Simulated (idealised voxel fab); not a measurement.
Presented below is a process module, voxel gate over fins.
For reference, the cross-section in this document is cut, with width 200 nm and square cells of 5 nm.
Notation: cross-section as square-cell grid; stated in bands, top first, going down; one or more cell rows per band.
A band entry consists of two parts. The first gives the height of the band's top and the height of its bottom, in nm. The rest lists the band's materials from left to right, each with its width in nm. A single material labelled with the word "edge to edge" fills the band from edge to edge, and the word "empty" marks empty space.
Measure heights from 0. That's the level where, below it, the as-received wafer is all one material. The lowest band is bottomless and extends downward; write it as in "0 and below".
You'd read "30..40" like this: the band's top row of cells is as wide as the first number, its bottom row is as wide as the second, and going down, every row changes width by the same amount as the row before did.
Basically "left unchanged" means that step didn't change any cell in the cross-section.
For the entry "Closed cavities", the listed items are empty spaces with no open way to the top whose size is 8 cells or more; each item follows the pattern width x height at distance, where distance is from the left edge and all three are in nm.
Formally, on a step line, whatever follows the settings is a remark that the simulator itself makes on the step.
If you see "overlay nm" on a step's line and that step has a mask, it's telling you how far right of where it was planned the mask ended up; a negative number means it went left instead.
[The planned process steps are enumerated hereunder]
1) RECEIVE | material Si
2) CONFORMAL_DEP | material SiN | thk nm 10
3) PATTERN | tone cover | mask id FINS | material resist | width nm 15 | pitch nm 60 | thk nm 15 | overlay nm 0
4) DIRECTIONAL_ETCH | etch materials SiN | depth nm 10
5) DIRECTIONAL_ETCH | etch materials Si | depth nm 35
6) STRIP | etch materials resist
7) FILL_DEP | material SiO2 | thk nm 5
8) CMP | height nm 10
9) DIRECTIONAL_DEP | material aC | thk nm 15
10) PATTERN | tone open | mask id RAIL | material resist | width nm 15 | thk nm 30 | overlay nm 0
11) DIRECTIONAL_ETCH | etch materials aC | depth nm 15
12) STRIP | etch materials resist
13) DIRECTIONAL_ETCH | etch materials SiO2 | depth nm 40
14) STRIP | etch materials aC
15) CONFORMAL_DEP | material TiN | thk nm 5
16) FILL_DEP | material W | thk nm 5
17) CMP | height nm 10
18) SELECTIVE_ETCH | etch materials W Ru TiN | depth nm 30
19) FILL_DEP | material SiO2 | thk nm 5
20) CMP | height nm 10
21) SELECTIVE_ETCH | etch materials SiO2 | depth nm 25
22) STRIP | etch materials SiN
23) CONFORMAL_DEP | material HfO2 | thk nm 5
24) CONFORMAL_DEP | material TiN | thk nm 5
25) CONFORMAL_DEP | material TiAl | thk nm 5
26) CONFORMAL_DEP | material TiN | thk nm 5
27) FILL_DEP | material W | thk nm 15
28) CMP | height nm 30
29) CONFORMAL_DEP | material SiCN | thk nm 5
[As-received wafer cross-section (after step 1)]
    0 and below | Si edge to edge
    Closed cavities: none
[End state of the module in cross-section, given the above starting point and plan and one mistake in execution]
    25 down to 20 | SiCN edge to edge
    20 down to 15 | W 40 nm / TiN 55 nm / W 5 nm / TiN 55 nm / W 45 nm
    15 down to 10 | W 40 nm / TiN 5 nm / TiAl 45 nm / TiN 5 nm / W 5 nm / TiN 5 nm / TiAl 45 nm / TiN 5 nm / W 45 nm
    10 down to 5 | W 40 nm / TiN 5 nm / TiAl 5 nm / TiN 35 nm / TiAl 5 nm / TiN 5 nm / W 5 nm / TiN 5 nm / TiAl 5 nm / TiN 35 nm / TiAl 5 nm / TiN 5 nm / W 45 nm
    5 down to 0 | TiN 45 nm / TiAl 5 nm / TiN 5 nm / HfO2 25 nm / TiN 5 nm / TiAl 5 nm / TiN 15 nm / TiAl 5 nm / TiN 5 nm / HfO2 25 nm / TiN 5 nm / TiAl 5 nm / TiN 50 nm
    0 down to -5 | TiAl 50 nm / TiN 5 nm / HfO2 5 nm / Si 15 nm / HfO2 5 nm / TiN 5 nm / TiAl 25 nm / TiN 5 nm / HfO2 5 nm / Si 15 nm / HfO2 5 nm / TiN 5 nm / TiAl 55 nm
    -5 down to -10 | TiN 55 nm / HfO2 5 nm / Si 15 nm / HfO2 5 nm / TiN 35 nm / HfO2 5 nm / Si 15 nm / HfO2 5 nm / TiN 60 nm
    -10 down to -15 | HfO2 60 nm / Si 15 nm / HfO2 45 nm / Si 15 nm / HfO2 65 nm
    -15 down to -20 | SiO2 60 nm / Si 15 nm / SiO2 45 nm / Si 15 nm / SiO2 65 nm
    -20 down to -25 | SiO2 60 nm / Si 15 nm / SiO2 15 nm / TiN 5 nm / W 5 nm / TiN 5 nm / SiO2 15 nm / Si 15 nm / SiO2 65 nm
    -25 down to -30 | SiO2 60 nm / Si 15 nm / SiO2 15 nm / TiN 15 nm / SiO2 15 nm / Si 15 nm / SiO2 65 nm
    -30 down to -35 | SiO2 60 nm / Si 15 nm / SiO2 45 nm / Si 15 nm / SiO2 65 nm
    -35 and below | Si edge to edge
    Closed cavities: none
Against the plan, the run slipped here: step 28 changed vs plan, executed as CMP | height nm 20
